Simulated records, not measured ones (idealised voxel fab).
Herein follows the process module entitled voxel released beams.
Shown is cross-section cut, with a width of 185 nm and square cells of size 5 nm.
The cross-sections in this document take the form of a grid made of square cells. They are written out as bands, in order from top to bottom. Each band consists of one or more rows of cells.
Look at the band entry: it leads with the top's height and the bottom's height in nm. Then it lists the materials left to right, with a width in nm for each. The word "edge to edge" on a single material says that material fills the band edge to edge. The word "air" is empty space.
Heights are reckoned from 0. Under this level, the received wafer is all of one material. The bottommost band is open-ended downward, for example "top 0, no bottom".
Note: "30..40" means the width goes from the first number (top row of the band) to the second number (bottom row) in equal steps per row of cells.
You'll sometimes find "nothing changed" written for a step, and that's the way of saying that nowhere in the cross-section did a cell change during that step.
The list in "Closed void entries" covers empty spaces of 8 cells or more that cannot reach the top through any open way, and it gives each as width x height at distance; the distance is from the left edge, and width, height and distance are in nm.
That trailing text on a step's line, after the settings, is the simulator's own remark on the step.
"overlay nm" on a masked step: distance the mask lay right of its planned place, negative for left.

LISTED BELOW ARE THE PROCESS STEPS AS PLANNED
1) RECEIVE,material Si
2) CONFORMAL_DEP,material SiN,thk nm 5
3) DIRECTIONAL_DEP,material SiO2,thk nm 15
4) PATTERN,tone open,mask id ANCHOR,material resist,width nm 30,thk nm 20,overlay nm 0
5) DIRECTIONAL_ETCH,etch materials SiO2,depth nm 15
6) STRIP,etch materials resist
7) CONFORMAL_DEP,material TiN,thk nm 10
8) MASKED_ETCH,tone cover,mask id BEAM,width nm 95,etch materials TiN,depth nm 5,overlay nm 0
9) STRIP,etch materials SiO2
The depth nm used in step 8 is not the same on every wafer, whereas the starting condition is; the value printed in the plan is the first wafer's.

THE AS-RECEIVED CROSS-SECTION OF THE FIRST OF SEVERAL WAFERS CORRESPONDS TO THE STATE AFTER STEP 1
> top 0, no bottom  Si edge to edge
> Closed void entries: none

CROSS-SECTIONAL REPRESENTATION OF THE FIRST OF SEVERAL WAFERS AT THE END OF THE MODULE, I.E. AFTER ITS TERMINAL STEP, STEP 9
> top 30, bottom 25  air: 40, then TiN: 15, then air: 10, then TiN: 70, then air: 50
> top 25, bottom 20  TiN: 55, then air: 10, then TiN: 120
> top 20, bottom 15  SiO2: 45, then TiN: 10, then air: 10, then TiN: 10, then SiO2: 110
> top 15, bottom 5  SiO2: 45, then TiN: 30, then SiO2: 110
> top 5, bottom 0  SiN edge to edge
> top 0, no bottom  Si edge to edge
> Closed void entries: none

A CROSS-SECTION THROUGH THE LAST WAFER AT THE CLOSE OF THE MODULE
> top 30, bottom 20  air: 40, then TiN: 15, then air: 10, then TiN: 70, then air: 50
> top 20, bottom 15  air: 45, then TiN: 10, then air: 10, then TiN: 10, then air: 110
> top 15, bottom 5  air: 45, then TiN: 30, then air: 110
> top 5, bottom 0  SiN edge to edge
> top 0, no bottom  Si edge to edge
> Closed void entries: none

ROWS = WAFERS. AT MODULE END, EACH ROW LISTS PER MATERIAL THE CELLS GAINED (+) OR LOST (-) SINCE THE WAFER WAS RECEIVED, THEN THE CLOSED VOIDS
depth nm 5 | +37 SiN | +93 SiO2 | +68 TiN | Closed void entries: none
depth nm 10 | +37 SiN | +50 TiN | Closed void entries: none
depth nm 15 | +37 SiN | +50 TiN | Closed void entries: none
depth nm 20 | +37 SiN | +50 TiN | Closed void entries: none
depth nm 25 | +37 SiN | +50 TiN | Closed void entries: none
